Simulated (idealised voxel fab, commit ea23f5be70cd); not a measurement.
Herein follows the process module entitled voxel ribs on slabs.
Xsec cut, 240 nm wide, square cell size 5 nm.
When this document writes out a cross-section, it uses a grid of square cells and lists it as bands, beginning at the top and moving down, with a band standing for one or more rows of cells. Read a band's entry like this: the first values are the height of its top and the height of its bottom in nm, and what follows is the sequence of materials from left to right, each with its width in nm. Note that "empty" is empty space, and that a single material marked "everywhere" reaches across the band from edge to edge. Heads up on the height convention: 0 is the point under which the incoming wafer is all one material, and the lowest band has no bottom, it just keeps going down, like "0 nm and below". When a width is written as two numbers, as in "30 to 40", the first number is the width in the top row of cells of the band and the second is the width in its bottom row, and the width changes by the same amount from each row to the next. Where the words "nothing altered" appear for a step, the cross-section shows no cell changed by that step; every cell remained as before. Listed in "closed voids": every empty space of 8 or more cells without an open way to the top. Form: width x height at distance, the distance being from the left edge, all in nm. The remark found on a step's line after its settings is issued by the simulator itself and pertains to that step. overlay nm: step with mask; distance mask lay right of planned place; negative value = left of planned place.
So here's the lineup of process steps we planned:
| 1 | op RECEIVE | material Si |
| 2 | op DIRECTIONAL_DEP | material SiO2 | thk nm 30 |
| 3 | op DIRECTIONAL_DEP | material SiN | thk nm 25 |
| 4 | op DIRECTIONAL_DEP | material aC | thk nm 10 |
| 5 | op PATTERN | tone cover | mask id RIB | material resist | width nm 25 | thk nm 25 | overlay nm 0 |
| 6 | op DIRECTIONAL_ETCH | etch materials aC | depth nm 10 |
| 7 | op STRIP | etch materials resist |
| 8 | op DIRECTIONAL_ETCH | etch materials SiN | depth nm 10 |
| 9 | op STRIP | etch materials aC |
| 10 | op PATTERN | tone cover | mask id SLAB | material resist | width nm 85 | thk nm 20 | overlay nm 0 |
| 11 | op DIRECTIONAL_ETCH | etch materials SiN | depth nm 15 |
| 12 | op STRIP | etch materials resist |
| 13 | op FILL_DEP | material SiO2 | thk nm 30 |
| 14 | op CMP | height nm 75 |
| 15 | op DIRECTIONAL_DEP | material W | thk nm 10 |
| 16 | op DIRECTIONAL_DEP | material aC | thk nm 15 |
| 17 | op PATTERN | tone cover | mask id HEATER | material resist | width nm 35 | thk nm 35 | overlay nm 0 |
| 18 | op DIRECTIONAL_ETCH | etch materials aC | depth nm 15 |
| 19 | op STRIP | etch materials resist |
| 20 | op DIRECTIONAL_ETCH | etch materials W | depth nm 10 |
| 21 | op STRIP | etch materials aC |
| 22 | op CONFORMAL_DEP | material SiN | thk nm 10 |
First of the two wafers, run per plan:
Cross-section of the incoming wafer, state after step 1:
* 0 nm and below = Si everywhere
* closed voids: none
Cross-section of the wafer subsequent to step 2:
* 30 nm to 0 nm = SiO2 everywhere
* No changes below 0.
Cross-section of the wafer subsequent to step 3:
* 55 nm to 30 nm = SiN everywhere
* No changes below 30.
Cross-section of the wafer subsequent to step 4:
* 65 nm to 55 nm = aC everywhere
* No changes below 55.
Cross-section of the wafer subsequent to step 5:
* 90 nm to 65 nm = empty 105 nm; resist 25 nm; empty 110 nm
* No changes below 65.
Cross-section of the wafer subsequent to step 6:
* 80 nm to 65 nm = empty 105 nm; resist 25 nm; empty 110 nm
* 65 nm to 55 nm = empty 105 nm; aC 25 nm; empty 110 nm
* No changes below 55.
Cross-section of the wafer subsequent to step 7:
* 65 nm to 55 nm = empty 105 nm; aC 25 nm; empty 110 nm
* No changes below 55.
Cross-section of the wafer subsequent to step 8:
* 65 nm to 55 nm = empty 105 nm; aC 25 nm; empty 110 nm
* 55 nm to 45 nm = empty 105 nm; SiN 25 nm; empty 110 nm
* No changes below 45.
Cross-section of the wafer subsequent to step 9:
* 55 nm to 45 nm = empty 105 nm; SiN 25 nm; empty 110 nm
* No changes below 45.
Cross-section of the wafer subsequent to step 10:
* 75 nm to 55 nm = empty 75 nm; resist 85 nm; empty 80 nm
* 55 nm to 45 nm = empty 75 nm; resist 30 nm; SiN 25 nm; resist 30 nm; empty 80 nm
* No changes below 45.
Cross-section of the wafer subsequent to step 11:
* 75 nm to 55 nm = empty 75 nm; resist 85 nm; empty 80 nm
* 55 nm to 45 nm = empty 75 nm; resist 30 nm; SiN 25 nm; resist 30 nm; empty 80 nm
* 45 nm to 30 nm = empty 75 nm; SiN 85 nm; empty 80 nm
* No changes below 30.
Cross-section of the wafer subsequent to step 12:
* 55 nm to 45 nm = empty 105 nm; SiN 25 nm; empty 110 nm
* No changes below 45.
Cross-section of the wafer subsequent to step 13:
* 85 nm to 55 nm = SiO2 everywhere
* 55 nm to 45 nm = SiO2 105 nm; SiN 25 nm; SiO2 110 nm
* 45 nm to 30 nm = SiO2 75 nm; SiN 85 nm; SiO2 80 nm
* No changes below 30.
Cross-section of the wafer subsequent to step 14:
* 75 nm to 55 nm = SiO2 everywhere
* No changes below 55.
Cross-section of the wafer subsequent to step 15:
* 85 nm to 75 nm = W everywhere
* No changes below 75.
Cross-section of the wafer subsequent to step 16:
* 100 nm to 85 nm = aC everywhere
* No changes below 85.
Cross-section of the wafer subsequent to step 17:
* 135 nm to 100 nm = empty 100 nm; resist 35 nm; empty 105 nm
* No changes below 100.
Cross-section of the wafer subsequent to step 18:
* 120 nm to 100 nm = empty 100 nm; resist 35 nm; empty 105 nm
* 100 nm to 85 nm = empty 100 nm; aC 35 nm; empty 105 nm
* No changes below 85.
Cross-section of the wafer subsequent to step 19:
* 100 nm to 85 nm = empty 100 nm; aC 35 nm; empty 105 nm
* No changes below 85.
Cross-section of the wafer subsequent to step 20:
* 100 nm to 85 nm = empty 100 nm; aC 35 nm; empty 105 nm
* 85 nm to 75 nm = empty 100 nm; W 35 nm; empty 105 nm
* No changes below 75.
Cross-section of the wafer subsequent to step 21:
* 85 nm to 75 nm = empty 100 nm; W 35 nm; empty 105 nm
* No changes below 75.
Cross-section of the wafer subsequent to step 22:
* 95 nm to 85 nm = empty 90 nm; SiN 55 nm; empty 95 nm
* 85 nm to 75 nm = SiN 100 nm; W 35 nm; SiN 105 nm
* No changes below 75.
Wafer two: like wafer one in start and plan, but with one mistake in execution; identical up to and including step 21:
Cross-section, second wafer, at the end time the plan gives for step 22: nothing altered
Here's what went sideways: step 22 in the plan did not get run; it was skipped
Materials where the second wafer ends with more or fewer cells than the first: SiN: 104 fewer
